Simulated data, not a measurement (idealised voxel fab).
Documented hereafter: the process module known as voxel transistor to metal.
The width of the displayed cross-section, cut, is 205 nm; its cells are square, with a size of 5 nm.
A cross-section is a grid of square cells, given in bands from the top down. A band is one or more rows of cells. Read a band's entry like this: the first values are the height of its top and the height of its bottom in nm, and what follows is the sequence of materials from left to right, each with its width in nm. Note that "empty" is empty space, and that a single material marked "edge to edge" reaches across the band from edge to edge. Ref level 0: as-received wafer is one material below here. Bottom band extends down with no lower bound ("top 0, no bottom"). A two-number width, for instance "30 to 40", indicates that the width is equal to the first number in the top row of the band and to the second number in the bottom row, and that it changes by a constant amount per row of cells. "no change occurred" (step): cross-section cells unchanged, all of them. Enclosed voids (no open way to top), threshold 8 cells or more, entry "Cavities, closed", notation width x height at distance, distance from left edge, nm. On each step's line, the part that comes after the settings is the simulator's own comment on the step. "overlay nm" denotes, for a step that has a mask, the displacement of the mask to the right of its planned place, with negative values corresponding to the left. Heads up before you read on: it's before/after pairs around one process step each, after side only down to the lowest band that changed, step plus settings under the pair. Pairs can be from different runs of this module, same starting wafer, so only chain a pair onto the one above if its "Before-step section" entry says so.

### Before-step section
    top 80, bottom 70 = aC 55 nm  empty 15 nm  aC 65 nm  empty 15 nm  aC 55 nm
    top 70, bottom 55 = lowk edge to edge
    top 55, bottom 50 = SiN edge to edge
    top 50, bottom 35 = SiO2 55 nm  TiN 5 nm  Ru 5 nm  TiN 5 nm  SiO2 65 nm  TiN 5 nm  Ru 5 nm  TiN 5 nm  SiO2 55 nm
    top 35, bottom 30 = SiO2 55 nm  TiN 5 nm  Ru 5 nm  TiN 5 nm  SiO2 10 nm  SiN 10 nm  SiCN 25 nm  SiN 10 nm  SiO2 10 nm  TiN 5 nm  Ru 5 nm  TiN 5 nm  SiO2 55 nm
    top 30, bottom 25 = SiO2 55 nm  TiN 15 nm  SiO2 10 nm  SiN 10 nm  SiCN 25 nm  SiN 10 nm  SiO2 10 nm  TiN 15 nm  SiO2 55 nm
    top 25, bottom 20 = SiO2 35 nm  SiGe 45 nm  SiN 10 nm  SiCN 25 nm  SiN 10 nm  SiGe 45 nm  SiO2 35 nm
    top 20, bottom 5 = SiO2 35 nm  SiGe 45 nm  SiN 10 nm  polySi 25 nm  SiN 10 nm  SiGe 45 nm  SiO2 35 nm
    top 5, bottom 0 = SiO2 35 nm  SiGe 10 nm  SiN 10 nm  SiGe 25 nm  SiN 10 nm  polySi 25 nm  SiN 10 nm  SiGe 25 nm  SiN 10 nm  SiGe 10 nm  SiO2 35 nm
    top 0, bottom -5 = SiO2 55 nm  SiGe 25 nm  SiO2 45 nm  SiGe 25 nm  SiO2 55 nm
    top -5, bottom -20 = SiO2 50 nm  Si 5 nm  SiGe 25 nm  Si 45 nm  SiGe 25 nm  Si 5 nm  SiO2 50 nm
    top -20, no bottom = Si edge to edge
    Cavities, closed: none

### Structure After Step
    top 80, bottom 70 = aC 55 nm  empty 15 nm  aC 65 nm  empty 15 nm  aC 55 nm
    top 70, bottom 55 = lowk 55 nm  empty 15 nm  lowk 65 nm  empty 15 nm  lowk 55 nm
    No changes below 55.
    Cavities, closed: none
Here is the step that sits between the two cross-sections above: DIRECTIONAL_ETCH | etch materials lowk | depth nm 15

Before-step section: starting point is the after cross-section of the pair just above.

### Structure After Step
    top 80, bottom 70 = aC 55 nm  empty 15 nm  aC 65 nm  empty 15 nm  aC 55 nm
    top 70, bottom 55 = lowk 55 nm  empty 15 nm  lowk 65 nm  empty 15 nm  lowk 55 nm
    top 55, bottom 50 = SiN 55 nm  empty 15 nm  SiN 65 nm  empty 15 nm  SiN 55 nm
    No changes below 50.
    Cavities, closed: none
Here is the step that sits between the two cross-sections above: DIRECTIONAL_ETCH | etch materials SiN | depth nm 5

Before-step section: starting point is the after cross-section of the pair just above.

### Structure After Step
    top 70, bottom 55 = lowk 55 nm  empty 15 nm  lowk 65 nm  empty 15 nm  lowk 55 nm
    No changes below 55.
    Cavities, closed: none
Here is the step that sits between the two cross-sections above: STRIP | etch materials aC

Before-step section: starting point is the after cross-section of the pair just above.

### Structure After Step
    top 75, bottom 70 = TiN 60 nm  empty 5 nm  TiN 75 nm  empty 5 nm  TiN 60 nm
    top 70, bottom 55 = lowk 55 nm  TiN 5 nm  empty 5 nm  TiN 5 nm  lowk 65 nm  TiN 5 nm  empty 5 nm  TiN 5 nm  lowk 55 nm
    top 55, bottom 50 = SiN 55 nm  TiN 15 nm  SiN 65 nm  TiN 15 nm  SiN 55 nm
    No changes below 50.
    Cavities, closed: none
Here is the step that sits between the two cross-sections above: CONFORMAL_DEP | material TiN | thk nm 5

Before-step section: starting point is the after cross-section of the pair just above.

### Structure After Step
    top 85, bottom 75 = Cu edge to edge
    top 75, bottom 70 = TiN 60 nm  Cu 5 nm  TiN 75 nm  Cu 5 nm  TiN 60 nm
    top 70, bottom 55 = lowk 55 nm  TiN 5 nm  Cu 5 nm  TiN 5 nm  lowk 65 nm  TiN 5 nm  Cu 5 nm  TiN 5 nm  lowk 55 nm
    No changes below 55.
    Cavities, closed: none
Here is the step that sits between the two cross-sections above: FILL_DEP | material Cu | thk nm 10

Before-step section: starting point is the after cross-section of the pair just above.

### Structure After Step
    top 70, bottom 55 = lowk 55 nm  TiN 5 nm  Cu 5 nm  TiN 5 nm  lowk 65 nm  TiN 5 nm  Cu 5 nm  TiN 5 nm  lowk 55 nm
    No changes below 55.
    Cavities, closed: none
Here is the step that sits between the two cross-sections above: CMP | height nm 70

Before-step section: starting point is the after cross-section of the pair just above.

### Structure After Step
    top 75, bottom 70 = SiCN edge to edge
    No changes below 70.
    Cavities, closed: none
Here is the step that sits between the two cross-sections above: CONFORMAL_DEP | material SiCN | thk nm 5

Before-step section: starting point is the after cross-section of the pair just above.

### Structure After Step
    top 105, bottom 75 = lowk edge to edge
    No changes below 75.
    Cavities, closed: none
Here is the step that sits between the two cross-sections above: DIRECTIONAL_DEP | material lowk | thk nm 30

Before-step section: starting point is the after cross-section of the pair just above.

### Structure After Step
    top 120, bottom 105 = aC edge to edge
    No changes below 105.
    Cavities, closed: none
Here is the step that sits between the two cross-sections above: DIRECTIONAL_DEP | material aC | thk nm 15

Before-step section: starting point is the after cross-section of the pair just above.

### Structure After Step
    top 150, bottom 120 = resist 55 nm  empty 15 nm  resist 65 nm  empty 15 nm  resist 55 nm
    No changes below 120.
    Cavities, closed: none
Here is the step that sits between the two cross-sections above: PATTERN | tone open | mask id METAL_2 | material resist | width nm 15 | pitch nm 80 | thk nm 30 | overlay nm 0

Before-step section: starting point is the after cross-section of the pair just above.

### Structure After Step
    top 135, bottom 120 = resist 55 nm  empty 15 nm  resist 65 nm  empty 15 nm  resist 55 nm
    top 120, bottom 105 = aC 55 nm  empty 15 nm  aC 65 nm  empty 15 nm  aC 55 nm
    No changes below 105.
    Cavities, closed: none
Here is the step that sits between the two cross-sections above: DIRECTIONAL_ETCH | etch materials aC | depth nm 15

Before-step section: starting point is the after cross-section of the pair just above.

### Structure After Step
    top 120, bottom 105 = aC 55 nm  empty 15 nm  aC 65 nm  empty 15 nm  aC 55 nm
    No changes below 105.
    Cavities, closed: none
Here is the step that sits between the two cross-sections above: STRIP | etch materials resist

Before-step section: starting point is the after cross-section of the pair just above.

### Structure After Step
    top 120, bottom 105 = aC 55 nm  empty 15 nm  aC 65 nm  empty 15 nm  aC 55 nm
    top 105, bottom 85 = lowk 55 nm  empty 15 nm  lowk 65 nm  empty 15 nm  lowk 55 nm
    No changes below 85.
    Cavities, closed: none
Here is the step that sits between the two cross-sections above: DIRECTIONAL_ETCH | etch materials lowk | depth nm 20

Before-step section: starting point is the after cross-section of the pair just above.

### Structure After Step
    top 105, bottom 85 = lowk 55 nm  empty 15 nm  lowk 65 nm  empty 15 nm  lowk 55 nm
    No changes below 85.
    Cavities, closed: none
Here is the step that sits between the two cross-sections above: STRIP | etch materials aC

Before-step section: starting point is the after cross-section of the pair just above.

### Structure After Step
    top 105, bottom 75 = lowk 55 nm  empty 15 nm  lowk 65 nm  empty 15 nm  lowk 55 nm
    No changes below 75.
    Cavities, closed: none
Here is the step that sits between the two cross-sections above: MASKED_ETCH | tone open | mask id METAL_2_HOLES | width nm 15 | pitch nm 80 | etch materials lowk | depth nm 10 | overlay nm 0

Before-step section: starting point is the after cross-section of the pair just above.

### Structure After Step
    top 105, bottom 75 = lowk 55 nm  empty 15 nm  lowk 65 nm  empty 15 nm  lowk 55 nm
    top 75, bottom 70 = SiCN 55 nm  empty 15 nm  SiCN 65 nm  empty 15 nm  SiCN 55 nm
    No changes below 70.
    Cavities, closed: none
Here is the step that sits between the two cross-sections above: MASKED_ETCH | tone open | mask id METAL_2_HOLES | width nm 15 | pitch nm 80 | etch materials SiCN | depth nm 5 | overlay nm 0

Before-step section: starting point is the after cross-section of the pair just above.

### Structure After Step
    top 110, bottom 105 = TiN 60 nm  empty 5 nm  TiN 75 nm  empty 5 nm  TiN 60 nm
    top 105, bottom 75 = lowk 55 nm  TiN 5 nm  empty 5 nm  TiN 5 nm  lowk 65 nm  TiN 5 nm  empty 5 nm  TiN 5 nm  lowk 55 nm
    top 75, bottom 70 = SiCN 55 nm  TiN 15 nm  SiCN 65 nm  TiN 15 nm  SiCN 55 nm
    No changes below 70.
    Cavities, closed: none
Here is the step that sits between the two cross-sections above: CONFORMAL_DEP | material TiN | thk nm 5

Before-step section: starting point is the after cross-section of the pair just above.

### Structure After Step
    top 120, bottom 110 = Cu edge to edge
    top 110, bottom 105 = TiN 60 nm  Cu 5 nm  TiN 75 nm  Cu 5 nm  TiN 60 nm
    top 105, bottom 75 = lowk 55 nm  TiN 5 nm  Cu 5 nm  TiN 5 nm  lowk 65 nm  TiN 5 nm  Cu 5 nm  TiN 5 nm  lowk 55 nm
    No changes below 75.
    Cavities, closed: none
Here is the step that sits between the two cross-sections above: FILL_DEP | material Cu | thk nm 10

Before-step section: starting point is the after cross-section of the pair just above.

### Structure After Step
    top 105, bottom 75 = lowk 55 nm  TiN 5 nm  Cu 5 nm  TiN 5 nm  lowk 65 nm  TiN 5 nm  Cu 5 nm  TiN 5 nm  lowk 55 nm
    No changes below 75.
    Cavities, closed: none
Here is the step that sits between the two cross-sections above: CMP | height nm 105

Before-step section: starting point is the after cross-section of the pair just above.

### Structure After Step
    top 110, bottom 105 = SiN edge to edge
    No changes below 105.
    Cavities, closed: none
Here is the step that sits between the two cross-sections above: CONFORMAL_DEP | material SiN | thk nm 5

### Before-step section
    top 20, bottom 5 = SiO2 50 nm  SiN 105 nm  SiO2 50 nm
    top 5, bottom 0 = SiO2 edge to edge
    top 0, bottom -20 = SiO2 50 nm  Si 105 nm  SiO2 50 nm
    top -20, no bottom = Si edge to edge
    Cavities, closed: none

### Structure After Step
    top 20, bottom 5 = SiO2 50 nm  empty 105 nm  SiO2 50 nm
    No changes below 5.
    Cavities, closed: none
Here is the step that sits between the two cross-sections above: STRIP | etch materials SiN

Before-step section: starting point is the after cross-section of the pair just above.

### Structure After Step
    top 10, bottom 0 = SiO2 40 nm  empty 125 nm  SiO2 40 nm
    top 0, bottom -5 = SiO2 40 nm  empty 10 nm  Si 105 nm  empty 10 nm  SiO2 40 nm
    No changes below -5.
    Cavities, closed: none
Here is the step that sits between the two cross-sections above: SELECTIVE_ETCH | etch materials SiO2 | depth nm 10

Before-step section: starting point is the after cross-section of the pair just above.

### Structure After Step
    top 5, bottom 0 = SiO2 35 nm  empty 135 nm  SiO2 35 nm
    top 0, bottom -10 = SiO2 35 nm  empty 15 nm  Si 105 nm  empty 15 nm  SiO2 35 nm
    No changes below -10.
    Cavities, closed: none
Here is the step that sits between the two cross-sections above: SELECTIVE_ETCH | etch materials SiO2 | depth nm 5

Before-step section: starting point is the after cross-section of the pair just above.

### Structure After Step
    top 5, bottom 0 = SiO2 35 nm  empty 135 nm  SiO2 35 nm
    top 0, bottom -5 = SiO2 35 nm  empty 15 nm  SiO2 105 nm  empty 15 nm  SiO2 35 nm
    top -5, bottom -10 = SiO2 35 nm  empty 15 nm  SiO2 5 nm  Si 95 nm  SiO2 5 nm  empty 15 nm  SiO2 35 nm
    top -10, bottom -20 = SiO2 55 to 50 nm  Si 95 to 105 nm  SiO2 55 to 50 nm
    No changes below -20.
    Cavities, closed: none
Here is the step that sits between the two cross-sections above: OXIDIZE | depth nm 5

Before-step section: starting point is the after cross-section of the pair just above.

### Structure After Step
    top 25, bottom 20 = polySi 35 nm  empty 135 nm  polySi 35 nm
    top 20, bottom 10 = polySi 35 nm  empty 15 nm  polySi 105 nm  empty 15 nm  polySi 35 nm
    top 10, bottom 5 = polySi edge to edge
    top 5, bottom 0 = SiO2 35 nm  polySi 135 nm  SiO2 35 nm
    top 0, bottom -5 = SiO2 35 nm  polySi 15 nm  SiO2 105 nm  polySi 15 nm  SiO2 35 nm
    top -5, bottom -10 = SiO2 35 nm  polySi 15 nm  SiO2 5 nm  Si 95 nm  SiO2 5 nm  polySi 15 nm  SiO2 35 nm
    No changes below -10.
    Cavities, closed: none
Here is the step that sits between the two cross-sections above: DIRECTIONAL_DEP | material polySi | thk nm 20

Before-step section: starting point is the after cross-section of the pair just above.

### Structure After Step
    top 40, bottom 35 = SiCN 35 nm  empty 135 nm  SiCN 35 nm
    top 35, bottom 25 = SiCN 35 nm  empty 15 nm  SiCN 105 nm  empty 15 nm  SiCN 35 nm
    top 25, bottom 20 = polySi 35 nm  SiCN 135 nm  polySi 35 nm
    top 20, bottom 10 = polySi 35 nm  SiCN 15 nm  polySi 105 nm  SiCN 15 nm  polySi 35 nm
    No changes below 10.
    Cavities, closed: none
Here is the step that sits between the two cross-sections above: DIRECTIONAL_DEP | material SiCN | thk nm 15

Before-step section: starting point is the after cross-section of the pair just above.

### Structure After Step
    top 60, bottom 40 = empty 90 nm  resist 25 nm  empty 90 nm
    top 40, bottom 35 = SiCN 35 nm  empty 55 nm  resist 25 nm  empty 55 nm  SiCN 35 nm
    No changes below 35.
    Cavities, closed: none
Here is the step that sits between the two cross-sections above: PATTERN | tone cover | mask id GATE | material resist | width nm 25 | thk nm 20 | overlay nm 0

Before-step section: starting point is the after cross-section of the pair just above.

### Structure After Step
    top 60, bottom 35 = empty 90 nm  resist 25 nm  empty 90 nm
    top 35, bottom 25 = empty 90 nm  SiCN 25 nm  empty 90 nm
    top 25, bottom 20 = polySi 35 nm  empty 55 nm  SiCN 25 nm  empty 55 nm  polySi 35 nm
    top 20, bottom 10 = polySi 35 nm  empty 15 nm  polySi 105 nm  empty 15 nm  polySi 35 nm
    No changes below 10.
    Cavities, closed: none
Here is the step that sits between the two cross-sections above: DIRECTIONAL_ETCH | etch materials SiCN | depth nm 25

Before-step section: starting point is the after cross-section of the pair just above.

### Structure After Step
    top 60, bottom 35 = empty 90 nm  resist 25 nm  empty 90 nm
    top 35, bottom 20 = empty 90 nm  SiCN 25 nm  empty 90 nm
    top 20, bottom 5 = empty 90 nm  polySi 25 nm  empty 90 nm
    top 5, bottom 0 = SiO2 35 nm  empty 55 nm  polySi 25 nm  empty 55 nm  SiO2 35 nm
    top 0, bottom -5 = SiO2 35 nm  empty 15 nm  SiO2 105 nm  empty 15 nm  SiO2 35 nm
    top -5, bottom -10 = SiO2 35 nm  empty 15 nm  SiO2 5 nm  Si 95 nm  SiO2 5 nm  empty 15 nm  SiO2 35 nm
    No changes below -10.
    Cavities, closed: none
Here is the step that sits between the two cross-sections above: DIRECTIONAL_ETCH | etch materials polySi | depth nm 30

Before-step section: starting point is the after cross-section of the pair just above.

### Structure After Step
    top 35, bottom 20 = empty 90 nm  SiCN 25 nm  empty 90 nm
    No changes below 20.
    Cavities, closed: none
Here is the step that sits between the two cross-sections above: STRIP | etch materials resist

Before-step section: starting point is the after cross-section of the pair just above.

### Structure After Step
    top 45, bottom 35 = empty 80 nm  SiN 45 nm  empty 80 nm
    top 35, bottom 20 = empty 80 nm  SiN 10 nm  SiCN 25 nm  SiN 10 nm  empty 80 nm
    top 20, bottom 15 = empty 80 nm  SiN 10 nm  polySi 25 nm  SiN 10 nm  empty 80 nm
    top 15, bottom 10 = SiN 45 nm  empty 35 nm  SiN 10 nm  polySi 25 nm  SiN 10 nm  empty 35 nm  SiN 45 nm
    top 10, bottom 5 = SiN 90 nm  polySi 25 nm  SiN 90 nm
    top 5, bottom 0 = SiO2 35 nm  SiN 55 nm  polySi 25 nm  SiN 55 nm  SiO2 35 nm
    top 0, bottom -5 = SiO2 35 nm  SiN 15 nm  SiO2 105 nm  SiN 15 nm  SiO2 35 nm
    top -5, bottom -10 = SiO2 35 nm  SiN 15 nm  SiO2 5 nm  Si 95 nm  SiO2 5 nm  SiN 15 nm  SiO2 35 nm
    No changes below -10.
    Cavities, closed: none
Here is the step that sits between the two cross-sections above: CONFORMAL_DEP | material SiN | thk nm 10

Before-step section: starting point is the after cross-section of the pair just above.

### Structure After Step
    top 35, bottom 20 = empty 80 nm  SiN 10 nm  SiCN 25 nm  SiN 10 nm  empty 80 nm
    top 20, bottom 5 = empty 80 nm  SiN 10 nm  polySi 25 nm  SiN 10 nm  empty 80 nm
    top 5, bottom 0 = SiO2 35 nm  SiN 10 nm  empty 35 nm  SiN 10 nm  polySi 25 nm  SiN 10 nm  empty 35 nm  SiN 10 nm  SiO2 35 nm
    No changes below 0.
    Cavities, closed: none
Here is the step that sits between the two cross-sections above: DIRECTIONAL_ETCH | etch materials SiN | depth nm 10

Before-step section: starting point is the after cross-section of the pair just above.

### Structure After Step
    top 35, bottom 20 = empty 80 nm  SiN 10 nm  SiCN 25 nm  SiN 10 nm  empty 80 nm
    top 20, bottom 5 = empty 80 nm  SiN 10 nm  polySi 25 nm  SiN 10 nm  empty 80 nm
    top 5, bottom 0 = empty 35 nm  SiN 10 nm  empty 35 nm  SiN 10 nm  polySi 25 nm  SiN 10 nm  empty 35 nm  SiN 10 nm  empty 35 nm
    top 0, bottom -5 = SiO2 35 nm  SiN 15 nm  empty 30 nm  SiO2 45 nm  empty 30 nm  SiN 15 nm  SiO2 35 nm
    No changes below -5.
    Cavities, closed: none
Here is the step that sits between the two cross-sections above: DIRECTIONAL_ETCH | etch materials SiO2 | depth nm 5

Before-step section: starting point is the after cross-section of the pair just above.

### Structure After Step
    top 35, bottom 20 = empty 80 nm  SiN 10 nm  SiCN 25 nm  SiN 10 nm  empty 80 nm
    top 20, bottom 5 = empty 80 nm  SiN 10 nm  polySi 25 nm  SiN 10 nm  empty 80 nm
    top 5, bottom 0 = empty 35 nm  SiN 10 nm  empty 35 nm  SiN 10 nm  polySi 25 nm  SiN 10 nm  empty 35 nm  SiN 10 nm  empty 35 nm
    top 0, bottom -5 = SiO2 35 nm  SiN 15 nm  empty 30 nm  SiO2 45 nm  empty 30 nm  SiN 15 nm  SiO2 35 nm
    top -5, bottom -10 = SiO2 35 nm  SiN 15 nm  SiO2 5 nm  empty 25 nm  Si 45 nm  empty 25 nm  SiO2 5 nm  SiN 15 nm  SiO2 35 nm
    top -10, bottom -15 = SiO2 55 nm  empty 25 nm  Si 45 nm  empty 25 nm  SiO2 55 nm
    top -15, bottom -20 = SiO2 50 nm  Si 5 nm  empty 25 nm  Si 45 nm  empty 25 nm  Si 5 nm  SiO2 50 nm
    No changes below -20.
    Cavities, closed: none
Here is the step that sits between the two cross-sections above: DIRECTIONAL_ETCH | etch materials Si | depth nm 15

Before-step section: starting point is the after cross-section of the pair just above.

### Structure After Step
    top 35, bottom 20 = empty 80 nm  SiN 10 nm  SiCN 25 nm  SiN 10 nm  empty 80 nm
    top 20, bottom 10 = empty 80 nm  SiN 10 nm  polySi 25 nm  SiN 10 nm  empty 80 nm
    top 10, bottom 5 = empty 65 nm  SiGe 15 nm  SiN 10 nm  polySi 25 nm  SiN 10 nm  SiGe 15 nm  empty 65 nm
    top 5, bottom 0 = empty 35 nm  SiN 10 nm  empty 20 nm  SiGe 15 nm  SiN 10 nm  polySi 25 nm  SiN 10 nm  SiGe 15 nm  empty 20 nm  SiN 10 nm  empty 35 nm
    top 0, bottom -5 = SiO2 35 nm  SiN 15 nm  SiGe 30 nm  SiO2 45 nm  SiGe 30 nm  SiN 15 nm  SiO2 35 nm
    top -5, bottom -10 = SiO2 35 nm  SiN 15 nm  SiO2 5 nm  SiGe 25 nm  Si 45 nm  SiGe 25 nm  SiO2 5 nm  SiN 15 nm  SiO2 35 nm
    top -10, bottom -15 = SiO2 55 nm  SiGe 25 nm  Si 45 nm  SiGe 25 nm  SiO2 55 nm
    top -15, bottom -20 = SiO2 50 nm  Si 5 nm  SiGe 25 nm  Si 45 nm  SiGe 25 nm  Si 5 nm  SiO2 50 nm
    No changes below -20.
    Cavities, closed: none
Here is the step that sits between the two cross-sections above: EPI | material SiGe | thk nm 15

Before-step section: starting point is the after cross-section of the pair just above.

### Structure After Step
    top 40, bottom 35 = SiO2 edge to edge
    top 35, bottom 20 = SiO2 80 nm  SiN 10 nm  SiCN 25 nm  SiN 10 nm  SiO2 80 nm
    top 20, bottom 10 = SiO2 80 nm  SiN 10 nm  polySi 25 nm  SiN 10 nm  SiO2 80 nm
    top 10, bottom 5 = SiO2 65 nm  SiGe 15 nm  SiN 10 nm  polySi 25 nm  SiN 10 nm  SiGe 15 nm  SiO2 65 nm
    top 5, bottom 0 = SiO2 35 nm  SiN 10 nm  SiO2 20 nm  SiGe 15 nm  SiN 10 nm  polySi 25 nm  SiN 10 nm  SiGe 15 nm  SiO2 20 nm  SiN 10 nm  SiO2 35 nm
    No changes below 0.
    Cavities, closed: none
Here is the step that sits between the two cross-sections above: FILL_DEP | material SiO2 | thk nm 5

Before-step section: starting point is the after cross-section of the pair just above.

### Structure After Step
    top 35, bottom 20 = SiO2 80 nm  SiN 10 nm  SiCN 25 nm  SiN 10 nm  SiO2 80 nm
    No changes below 20.
    Cavities, closed: none
Here is the step that sits between the two cross-sections above: CMP | height nm 35

Before-step section: starting point is the after cross-section of the pair just above.

### Structure After Step
    top 50, bottom 35 = SiO2 edge to edge
    No changes below 35.
    Cavities, closed: none
Here is the step that sits between the two cross-sections above: DIRECTIONAL_DEP | material SiO2 | thk nm 15

Before-step section: starting point is the after cross-section of the pair just above.

### Structure After Step
    top 50, bottom 35 = SiO2 55 nm  empty 15 nm  SiO2 65 nm  empty 15 nm  SiO2 55 nm
    top 35, bottom 20 = SiO2 55 nm  empty 15 nm  SiO2 10 nm  SiN 10 nm  SiCN 25 nm  SiN 10 nm  SiO2 10 nm  empty 15 nm  SiO2 55 nm
    top 20, bottom 10 = SiO2 55 nm  empty 15 nm  SiO2 10 nm  SiN 10 nm  polySi 25 nm  SiN 10 nm  SiO2 10 nm  empty 15 nm  SiO2 55 nm
    No changes below 10.
    Cavities, closed: none
Here is the step that sits between the two cross-sections above: MASKED_ETCH | tone open | mask id CONTACT | width nm 15 | pitch nm 80 | etch materials SiO2 | depth nm 40 | overlay nm 0

Before-step section: starting point is the after cross-section of the pair just above.

### Structure After Step
    top 55, bottom 50 = TiN 60 nm  empty 5 nm  TiN 75 nm  empty 5 nm  TiN 60 nm
    top 50, bottom 35 = SiO2 55 nm  TiN 5 nm  empty 5 nm  TiN 5 nm  SiO2 65 nm  TiN 5 nm  empty 5 nm  TiN 5 nm  SiO2 55 nm
    top 35, bottom 20 = SiO2 55 nm  TiN 5 nm  empty 5 nm  TiN 5 nm  SiO2 10 nm  SiN 10 nm  SiCN 25 nm  SiN 10 nm  SiO2 10 nm  TiN 5 nm  empty 5 nm  TiN 5 nm  SiO2 55 nm
    top 20, bottom 15 = SiO2 55 nm  TiN 5 nm  empty 5 nm  TiN 5 nm  SiO2 10 nm  SiN 10 nm  polySi 25 nm  SiN 10 nm  SiO2 10 nm  TiN 5 nm  empty 5 nm  TiN 5 nm  SiO2 55 nm
    top 15, bottom 10 = SiO2 55 nm  TiN 15 nm  SiO2 10 nm  SiN 10 nm  polySi 25 nm  SiN 10 nm  SiO2 10 nm  TiN 15 nm  SiO2 55 nm
    No changes below 10.
    Cavities, closed: none
Here is the step that sits between the two cross-sections above: CONFORMAL_DEP | material TiN | thk nm 5

Before-step section: starting point is the after cross-section of the pair just above.

### Structure After Step
    top 60, bottom 55 = Ru edge to edge
    top 55, bottom 50 = TiN 60 nm  Ru 5 nm  TiN 75 nm  Ru 5 nm  TiN 60 nm
    top 50, bottom 35 = SiO2 55 nm  TiN 5 nm  Ru 5 nm  TiN 5 nm  SiO2 65 nm  TiN 5 nm  Ru 5 nm  TiN 5 nm  SiO2 55 nm
    top 35, bottom 20 = SiO2 55 nm  TiN 5 nm  Ru 5 nm  TiN 5 nm  SiO2 10 nm  SiN 10 nm  SiCN 25 nm  SiN 10 nm  SiO2 10 nm  TiN 5 nm  Ru 5 nm  TiN 5 nm  SiO2 55 nm
    top 20, bottom 15 = SiO2 55 nm  TiN 5 nm  Ru 5 nm  TiN 5 nm  SiO2 10 nm  SiN 10 nm  polySi 25 nm  SiN 10 nm  SiO2 10 nm  TiN 5 nm  Ru 5 nm  TiN 5 nm  SiO2 55 nm
    No changes below 15.
    Cavities, closed: none
Here is the step that sits between the two cross-sections above: FILL_DEP | material Ru | thk nm 5

Before-step section: starting point is the after cross-section of the pair just above.

### Structure After Step
    top 50, bottom 35 = SiO2 55 nm  TiN 5 nm  Ru 5 nm  TiN 5 nm  SiO2 65 nm  TiN 5 nm  Ru 5 nm  TiN 5 nm  SiO2 55 nm
    No changes below 35.
    Cavities, closed: none
Here is the step that sits between the two cross-sections above: CMP | height nm 50

Before-step section: starting point is the after cross-section of the pair just above.

### Structure After Step
    top 55, bottom 50 = SiN edge to edge
    No changes below 50.
    Cavities, closed: none
Here is the step that sits between the two cross-sections above: CONFORMAL_DEP | material SiN | thk nm 5

Before-step section: starting point is the after cross-section of the pair just above.

### Structure After Step
    top 70, bottom 55 = lowk edge to edge
    No changes below 55.
    Cavities, closed: none
Here is the step that sits between the two cross-sections above: DIRECTIONAL_DEP | material lowk | thk nm 15

Before-step section: starting point is the after cross-section of the pair just above.

### Structure After Step
    top 80, bottom 70 = aC edge to edge
    No changes below 70.
    Cavities, closed: none
Here is the step that sits between the two cross-sections above: DIRECTIONAL_DEP | material aC | thk nm 10

Before-step section: starting point is the after cross-section of the pair just above.

### Structure After Step
    top 110, bottom 80 = resist 55 nm  empty 15 nm  resist 65 nm  empty 15 nm  resist 55 nm
    No changes below 80.
    Cavities, closed: none
Here is the step that sits between the two cross-sections above: PATTERN | tone open | mask id METAL_1 | material resist | width nm 15 | pitch nm 80 | thk nm 30 | overlay nm 0

Before-step section: starting point is the after cross-section of the pair just above.

### Structure After Step
    top 100, bottom 80 = resist 55 nm  empty 15 nm  resist 65 nm  empty 15 nm  resist 55 nm
    top 80, bottom 70 = aC 55 nm  empty 15 nm  aC 65 nm  empty 15 nm  aC 55 nm
    No changes below 70.
    Cavities, closed: none
Here is the step that sits between the two cross-sections above: DIRECTIONAL_ETCH | etch materials aC | depth nm 10

Before-step section: starting point is the after cross-section of the pair just above.

### Structure After Step
    top 80, bottom 70 = aC 55 nm  empty 15 nm  aC 65 nm  empty 15 nm  aC 55 nm
    No changes below 70.
    Cavities, closed: none
Here is the step that sits between the two cross-sections above: STRIP | etch materials resist

Before-step section: starting point is the after cross-section of the pair just above.

### Structure After Step
    top 80, bottom 70 = aC 55 nm  empty 15 nm  aC 65 nm  empty 15 nm  aC 55 nm
    top 70, bottom 55 = lowk 55 nm  empty 15 nm  lowk 65 nm  empty 15 nm  lowk 55 nm
    No changes below 55.
    Cavities, closed: none
Here is the step that sits between the two cross-sections above: DIRECTIONAL_ETCH | etch materials lowk | depth nm 15

Before-step section: starting point is the after cross-section of the pair just above.

### Structure After Step
    top 80, bottom 70 = aC 55 nm  empty 15 nm  aC 65 nm  empty 15 nm  aC 55 nm
    top 70, bottom 55 = lowk 55 nm  empty 15 nm  lowk 65 nm  empty 15 nm  lowk 55 nm
    top 55, bottom 50 = SiN 55 nm  empty 15 nm  SiN 65 nm  empty 15 nm  SiN 55 nm
    No changes below 50.
    Cavities, closed: none
Here is the step that sits between the two cross-sections above: DIRECTIONAL_ETCH | etch materials SiN | depth nm 5

Before-step section: starting point is the after cross-section of the pair just above.

### Structure After Step
    top 70, bottom 55 = lowk 55 nm  empty 15 nm  lowk 65 nm  empty 15 nm  lowk 55 nm
    No changes below 55.
    Cavities, closed: none
Here is the step that sits between the two cross-sections above: STRIP | etch materials aC

Before-step section: starting point is the after cross-section of the pair just above.

### Structure After Step
    top 75, bottom 70 = TiN 60 nm  empty 5 nm  TiN 75 nm  empty 5 nm  TiN 60 nm
    top 70, bottom 55 = lowk 55 nm  TiN 5 nm  empty 5 nm  TiN 5 nm  lowk 65 nm  TiN 5 nm  empty 5 nm  TiN 5 nm  lowk 55 nm
    top 55, bottom 50 = SiN 55 nm  TiN 15 nm  SiN 65 nm  TiN 15 nm  SiN 55 nm
    No changes below 50.
    Cavities, closed: none
Here is the step that sits between the two cross-sections above: CONFORMAL_DEP | material TiN | thk nm 5

Before-step section: starting point is the after cross-section of the pair just above.

### Structure After Step
    top 85, bottom 75 = Cu edge to edge
    top 75, bottom 70 = TiN 60 nm  Cu 5 nm  TiN 75 nm  Cu 5 nm  TiN 60 nm
    top 70, bottom 55 = lowk 55 nm  TiN 5 nm  Cu 5 nm  TiN 5 nm  lowk 65 nm  TiN 5 nm  Cu 5 nm  TiN 5 nm  lowk 55 nm
    No changes below 55.
    Cavities, closed: none
Here is the step that sits between the two cross-sections above: FILL_DEP | material Cu | thk nm 10

Before-step section: starting point is the after cross-section of the pair just above.

### Structure After Step
    top 70, bottom 55 = lowk 55 nm  TiN 5 nm  Cu 5 nm  TiN 5 nm  lowk 65 nm  TiN 5 nm  Cu 5 nm  TiN 5 nm  lowk 55 nm
    No changes below 55.
    Cavities, closed: none
Here is the step that sits between the two cross-sections above: CMP | height nm 70

Before-step section: starting point is the after cross-section of the pair just above.

### Structure After Step
    top 75, bottom 70 = SiCN edge to edge
    No changes below 70.
    Cavities, closed: none
Here is the step that sits between the two cross-sections above: CONFORMAL_DEP | material SiCN | thk nm 5

Before-step section: starting point is the after cross-section of the pair just above.

### Structure After Step
    top 105, bottom 75 = lowk edge to edge
    No changes below 75.
    Cavities, closed: none
Here is the step that sits between the two cross-sections above: DIRECTIONAL_DEP | material lowk | thk nm 30
